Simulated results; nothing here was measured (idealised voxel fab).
process module | voxel air gaps
cross-section cut | 295 nm wide | cells 5 nm
A cross-section is a grid of square cells, given in bands from the top down. A band is one or more rows of cells.
Each band's line starts with the height of the band's top and of its bottom, in nm. Then come its materials from left to right, each with its width in nm. One material with "throughout" fills the band from edge to edge. "air" is empty space.
Height 0 is the level under which the wafer as received is all one material. The lowest band goes on downwards, as in "0 down".
A width such as "30 to 40" changes by the same amount from each row of cells to the next, from the band's top row to its bottom row.
"no change" after a step means that no cell of the cross-section changed.
closed voids: empty space of 8 cells or more with no open way to the top, each as width x height at its distance from the left edge, in nm
after a step's settings: what the simulator itself notes on the step
overlay nm, on a step with a mask: how far to the right of its planned place the mask lay; to the left if negative
plan
1 op RECEIVE | material Si
2 op CONFORMAL_DEP | material SiO2 | thk nm 15
3 op CONFORMAL_DEP | material SiCN | thk nm 5
4 op DIRECTIONAL_DEP | material lowk | thk nm 40
5 op MASKED_ETCH | tone open | mask id LINES | width nm 20 | pitch nm 50 | etch materials lowk | depth nm 40 | overlay nm 0
6 op CONFORMAL_DEP | material TiN | thk nm 5
7 op FILL_DEP | material W | thk nm 5
8 op CMP | height nm 60
9 op EPI | material Ru | thk nm 10
10 op SELECTIVE_ETCH | etch materials lowk | depth nm 50
11 op CONFORMAL_DEP | material SiCN | thk nm 5
as received, after step 1
  0 down: Si throughout
  closed voids: none
first wafer at the end, as planned
  75 to 70: air 45 | SiCN 200 | air 50
  70 to 60: air 45 | SiCN 5 | Ru 40 | SiCN 10 | Ru 40 | SiCN 10 | Ru 40 | SiCN 10 | Ru 40 | SiCN 5 | air 50
  60 to 55: air 45 | SiCN 15 | TiN 5 | W 10 | TiN 5 | SiCN 30 | TiN 5 | W 10 | TiN 5 | SiCN 30 | TiN 5 | W 10 | TiN 5 | SiCN 30 | TiN 5 | W 10 | TiN 5 | SiCN 15 | air 50
  55 to 25: air 55 | SiCN 5 | TiN 5 | W 10 | TiN 5 | SiCN 5 | air 20 | SiCN 5 | TiN 5 | W 10 | TiN 5 | SiCN 5 | air 20 | SiCN 5 | TiN 5 | W 10 | TiN 5 | SiCN 5 | air 20 | SiCN 5 | TiN 5 | W 10 | TiN 5 | SiCN 5 | air 60
  25 to 20: SiCN 60 | TiN 20 | SiCN 30 | TiN 20 | SiCN 30 | TiN 20 | SiCN 30 | TiN 20 | SiCN 65
  20 to 15: SiCN throughout
  15 to 0: SiO2 throughout
  0 down: Si throughout
  closed voids: 20 x 30 at 85; 20 x 30 at 135; 20 x 30 at 185
second wafer at the end: like start, like plan, one mistake
  75 to 70: SiCN throughout
  70 to 60: Ru throughout
  60 to 25: W 55 | TiN 5 | lowk 20 | TiN 5 | W 20 | TiN 5 | lowk 20 | TiN 5 | W 20 | TiN 5 | lowk 20 | TiN 5 | W 20 | TiN 5 | lowk 20 | TiN 5 | W 60
  25 to 20: TiN 60 | lowk 20 | TiN 30 | lowk 20 | TiN 30 | lowk 20 | TiN 30 | lowk 20 | TiN 65
  20 to 15: SiCN throughout
  15 to 0: SiO2 throughout
  0 down: Si throughout
  closed voids: none
what went wrong: step 5 ran as: op MASKED_ETCH | tone cover | mask id LINES | width nm 20 | pitch nm 50 | etch materials lowk | depth nm 40 | overlay nm 0
at the end the second wafer has, in cells: 54 more of Ru | 112 fewer of SiCN | 27 more of TiN | 189 more of W | 128 more of lowk
closed voids at the end (first wafer, second wafer): 3, 0
